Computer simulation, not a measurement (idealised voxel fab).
Name of the process module below: voxel wiring stack
Cross-section cut: width 270 nm, square cells of 5 nm.
A cross-section in this document is a grid of square cells, and it is written down as bands, the top band listed before the ones below it; a band is made up of one or more rows of cells. This entry defines a band. It first specifies the height of the band's top and the height of its bottom in nm, and then specifies the band's materials from left to right, stating each material with its width in nm. The word "full width" identifies a single material that fills the band from edge to edge, while the word "air" identifies empty space. Height datum 0, below which the as-received substrate wafer is one material. Lowest band open at the bottom, running downward: "0 down". Quick explanation for "30..40": the width changes in equal steps down the rows of cells, from the first number in the band's top row to the second number in its bottom row. The cross-section has no changed cell in any step marked "no change occurred". You'll see "Fully sealed voids" listing empty spaces that have no way open to the top, as long as they're 8 cells or more; the notation is width x height at distance, where the distance is from the left edge, and all of it is in nm. Anything after a step's settings on that line? It's the simulator's own note about the step. "overlay nm" on a masked step: distance the mask lay right of its planned place, negative for left.

**This section lists the process steps that were planned**
1) RECEIVE, material Si
2) CONFORMAL_DEP, material SiO2, thk nm 10
3) DIRECTIONAL_DEP, material TiN, thk nm 5
4) DIRECTIONAL_DEP, material W, thk nm 25
5) DIRECTIONAL_DEP, material aC, thk nm 15
6) PATTERN, tone cover, mask id METAL_1, material resist, width nm 25, pitch nm 45, thk nm 30, overlay nm 0
7) DIRECTIONAL_ETCH, etch materials aC, depth nm 15
8) STRIP, etch materials resist
9) DIRECTIONAL_ETCH, etch materials W, depth nm 25
10) DIRECTIONAL_ETCH, etch materials TiN, depth nm 5
11) STRIP, etch materials aC
12) FILL_DEP, material lowk, thk nm 10
13) CMP, height nm 40
14) CONFORMAL_DEP, material SiCN, thk nm 5
15) DIRECTIONAL_DEP, material SiO2, thk nm 10
16) DIRECTIONAL_DEP, material aC, thk nm 10
17) PATTERN, tone open, mask id PLUG_1, material resist, width nm 15, thk nm 25, overlay nm 0
18) DIRECTIONAL_ETCH, etch materials aC, depth nm 10
19) STRIP, etch materials resist
20) DIRECTIONAL_ETCH, etch materials SiO2, depth nm 10
21) DIRECTIONAL_ETCH, etch materials SiCN, depth nm 5
22) STRIP, etch materials aC
23) EPI, material Ru, thk nm 10
24) EPI, material Ru, thk nm 5
25) CONFORMAL_DEP, material SiN, thk nm 5
26) DIRECTIONAL_DEP, material lowk, thk nm 25
27) DIRECTIONAL_DEP, material aC, thk nm 15
28) PATTERN, tone open, mask id METAL_2, material resist, width nm 25, pitch nm 45, thk nm 30, overlay nm 0
29) DIRECTIONAL_ETCH, etch materials aC, depth nm 15
30) STRIP, etch materials resist
31) DIRECTIONAL_ETCH, etch materials lowk, depth nm 25
32) DIRECTIONAL_ETCH, etch materials SiN, depth nm 5
33) STRIP, etch materials aC
34) CONFORMAL_DEP, material TiN, thk nm 5
35) FILL_DEP, material Ru, thk nm 5
36) CMP, height nm 85
37) CONFORMAL_DEP, material SiN, thk nm 5

**Wafer at receipt (post step 1), cross-section**
- 0 down: Si full width
- Fully sealed voids: none

**End state of the module in cross-section, given the above starting point and plan and one mistake in execution**
- 90 to 85: SiN full width
- 85 to 70: lowk=100  TiN=5  Ru=15  TiN=5  lowk=20  TiN=5  Ru=15  TiN=5  lowk=100
- 70 to 65: lowk=85  SiN=15  TiN=25  SiN=5  lowk=15  TiN=5  Ru=15  TiN=5  lowk=100
- 65 to 60: lowk=85  SiN=5  Ru=35  SiN=5  lowk=15  TiN=5  Ru=15  TiN=5  lowk=100
- 60 to 55: SiN=90  Ru=35  SiN=20  TiN=25  SiN=100
- 55 to 45: SiO2=100  Ru=15  SiO2=155
- 45 to 40: SiCN=100  Ru=15  SiCN=155
- 40 to 15: lowk=100  W=25  lowk=20  W=25  lowk=100
- 15 to 10: lowk=100  TiN=25  lowk=20  TiN=25  lowk=100
- 10 to 0: SiO2 full width
- 0 down: Si full width
- Fully sealed voids: none
What went wrong in running the wafer? step 23 of the plan saw execution twice
